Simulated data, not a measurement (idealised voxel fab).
process module | voxel self aligned vias
cross-section cut | 220 nm wide | cells 5 nm
A cross-section is a grid of square cells, given in bands from the top down. A band is one or more rows of cells.
Each band's line starts with the height of the band's top and of its bottom, in nm. Then come its materials from left to right, each with its width in nm. One material with "throughout" fills the band from edge to edge. "air" is empty space.
Height 0 is the level under which the wafer as received is all one material. The lowest band goes on downwards, as in "0 down".
A width such as "30 to 40" changes by the same amount from each row of cells to the next, from the band's top row to its bottom row.
"no change" after a step means that no cell of the cross-section changed.
closed voids: empty space of 8 cells or more with no open way to the top, each as width x height at its distance from the left edge, in nm
after a step's settings: what the simulator itself notes on the step
overlay nm, on a step with a mask: how far to the right of its planned place the mask lay; to the left if negative
plan
1 op RECEIVE | material Si
2 op CONFORMAL_DEP | material SiO2 | thk nm 15
3 op CONFORMAL_DEP | material SiCN | thk nm 5
4 op DIRECTIONAL_DEP | material lowk | thk nm 30
5 op DIRECTIONAL_DEP | material aC | thk nm 15
6 op PATTERN | tone open | mask id LINES | material resist | width nm 20 | pitch nm 65 | thk nm 35 | overlay nm 0
7 op DIRECTIONAL_ETCH | etch materials aC | depth nm 15
8 op STRIP | etch materials resist
9 op DIRECTIONAL_ETCH | etch materials lowk | depth nm 30
10 op STRIP | etch materials aC
11 op CONFORMAL_DEP | material TiN | thk nm 5
12 op FILL_DEP | material W | thk nm 5
13 op CMP | height nm 50
14 op SELECTIVE_ETCH | etch materials W Ru TiN | depth nm 5
15 op FILL_DEP | material SiN | thk nm 5
16 op CMP | height nm 40
17 op DIRECTIONAL_DEP | material lowk | thk nm 15
18 op MASKED_ETCH | tone open | mask id VIAS | width nm 40 | pitch nm 65 | etch materials lowk | depth nm 15 | overlay nm 0
19 op MASKED_ETCH | tone open | mask id VIAS | width nm 40 | pitch nm 65 | etch materials SiN | depth nm 5 | overlay nm 0
20 op CONFORMAL_DEP | material TiN | thk nm 5
21 op FILL_DEP | material Cu | thk nm 5
22 op CMP | height nm 65
23 op CONFORMAL_DEP | material SiN | thk nm 5
varied across the wafers: height nm of step 16. The plan shows the first wafer's value. All wafers start alike
first wafer as received, after step 1
  0 down: Si throughout
  closed voids: none
first wafer at the end, after step 23
  70 to 65: SiN throughout
  65 to 60: Cu throughout
  60 to 55: TiN 60 | Cu 30 | TiN 35 | Cu 30 | TiN 65
  55 to 45: lowk 55 | TiN 5 | Cu 30 | TiN 5 | lowk 25 | TiN 5 | Cu 30 | TiN 5 | lowk 60
  45 to 40: lowk 55 | TiN 40 | lowk 25 | TiN 40 | lowk 60
  40 to 25: lowk 65 | TiN 5 | W 10 | TiN 5 | lowk 45 | TiN 5 | W 10 | TiN 5 | lowk 70
  25 to 20: lowk 65 | TiN 20 | lowk 45 | TiN 20 | lowk 70
  20 to 15: SiCN throughout
  15 to 0: SiO2 throughout
  0 down: Si throughout
  closed voids: none
last wafer at the end
  70 to 65: SiN throughout
  65 to 55: lowk 55 | TiN 5 | Cu 30 | TiN 5 | lowk 25 | TiN 5 | Cu 30 | TiN 5 | lowk 60
  55 to 50: SiN 55 | TiN 40 | SiN 25 | TiN 40 | SiN 60
  50 to 45: lowk 65 | SiN 20 | lowk 45 | SiN 20 | lowk 70
  45 to 25: lowk 65 | TiN 5 | W 10 | TiN 5 | lowk 45 | TiN 5 | W 10 | TiN 5 | lowk 70
  25 to 20: lowk 65 | TiN 20 | lowk 45 | TiN 20 | lowk 70
  20 to 15: SiCN throughout
  15 to 0: SiO2 throughout
  0 down: Si throughout
  closed voids: none
each wafer at the end: cells of each material gained (+) or lost (-) since it was received, then its closed voids
height nm 40 | +80 Cu | +44 SiCN | +44 SiN | +132 SiO2 | +76 TiN | +12 W | +228 lowk | closed voids: none
height nm 45 | +36 Cu | +44 SiCN | +44 SiN | +132 SiO2 | +80 TiN | +16 W | +264 lowk | closed voids: none
height nm 50 | +28 Cu | +44 SiCN | +44 SiN | +132 SiO2 | +52 TiN | +16 W | +300 lowk | closed voids: none
height nm 55 | +24 Cu | +44 SiCN | +80 SiN | +132 SiO2 | +48 TiN | +16 W | +272 lowk | closed voids: none
